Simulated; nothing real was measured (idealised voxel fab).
Herein follows the process module entitled voxel self aligned vias.
Pictured: cross-section cut, 170 nm wide, on a grid of 5 nm square cells.
Think of the cross-section as a grid of square cells. We describe it in bands, top to bottom, and each band covers one or more rows of those cells. Within each band entry, the heights of the top and of the bottom of the band appear first, in that order and in nm; the materials of the band then follow from left to right, each with its corresponding width in nm. The designation "everywhere" on a single material indicates that it fills the band from edge to edge; the designation "air" indicates empty space. Height is counted from the level 0, under which the received wafer is composed throughout of one material. The lowest of the bands is not closed at the bottom but continues downward, in the notation "top 0, no bottom". With a width like "30..40", each row of cells in the band differs from the next by the same amount, the top row carrying the first number and the bottom row the second. When a step is marked "no alteration", none of the cells in the cross-section changed during that step. Closed empty spaces (no open way to the top) of 8 cells or more are what "Unvented internal voids" lists, each as width x height at distance from the left edge, nm for all three. That trailing text on a step's line, after the settings, is the simulator's own remark on the step. Steps that use a mask can have "overlay nm" on their line. It says how far the mask sat to the right of where it was meant to be. Negative means to the left.
**Steps planned for the process**
1,RECEIVE,material Si
2,CONFORMAL_DEP,material SiO2,thk nm 15
3,CONFORMAL_DEP,material SiCN,thk nm 5
4,DIRECTIONAL_DEP,material lowk,thk nm 20
5,PATTERN,tone open,mask id LINES,material resist,width nm 20,pitch nm 55,thk nm 20,overlay nm 0
6,DIRECTIONAL_ETCH,etch materials lowk,depth nm 20
7,STRIP,etch materials resist
8,CONFORMAL_DEP,material TiN,thk nm 5
9,FILL_DEP,material Ru,thk nm 5
10,CMP,height nm 40
11,SELECTIVE_ETCH,etch materials W Ru TiN,depth nm 10
12,FILL_DEP,material SiN,thk nm 10
13,CMP,height nm 40
14,DIRECTIONAL_DEP,material lowk,thk nm 20
15,MASKED_ETCH,tone open,mask id VIAS,width nm 30,pitch nm 110,etch materials lowk,depth nm 20,overlay nm 0
16,MASKED_ETCH,tone open,mask id VIAS,width nm 30,pitch nm 110,etch materials SiN,depth nm 10,overlay nm 0
17,CONFORMAL_DEP,material TiN,thk nm 5
18,FILL_DEP,material Ru,thk nm 10
19,CMP,height nm 60
20,CONFORMAL_DEP,material SiN,thk nm 5
**Wafer at receipt (post step 1), cross-section**
* top 0, no bottom: Si everywhere
* Unvented internal voids: none
**The plan above was carried out on the starting structure above with one mistake, and this cross-section shows the wafer at the end of the module**
* top 65, bottom 60: SiN everywhere
* top 60, bottom 45: 15 of lowk, 5 of TiN, 20 of Ru, 5 of TiN, 80 of lowk, 5 of TiN, 20 of Ru, 5 of TiN, 15 of lowk
* top 45, bottom 40: 15 of lowk, 10 of TiN, 10 of Ru, 10 of TiN, 80 of lowk, 10 of TiN, 10 of Ru, 10 of TiN, 15 of lowk
* top 40, bottom 35: 20 of lowk, 20 of TiN, 35 of lowk, 20 of SiN, 35 of lowk, 20 of TiN, 20 of lowk
* top 35, bottom 30: SiCN everywhere
* top 30, bottom 0: SiO2 everywhere
* top 0, no bottom: Si everywhere
* Unvented internal voids: none
Plan not followed: plan step 2 ran twice
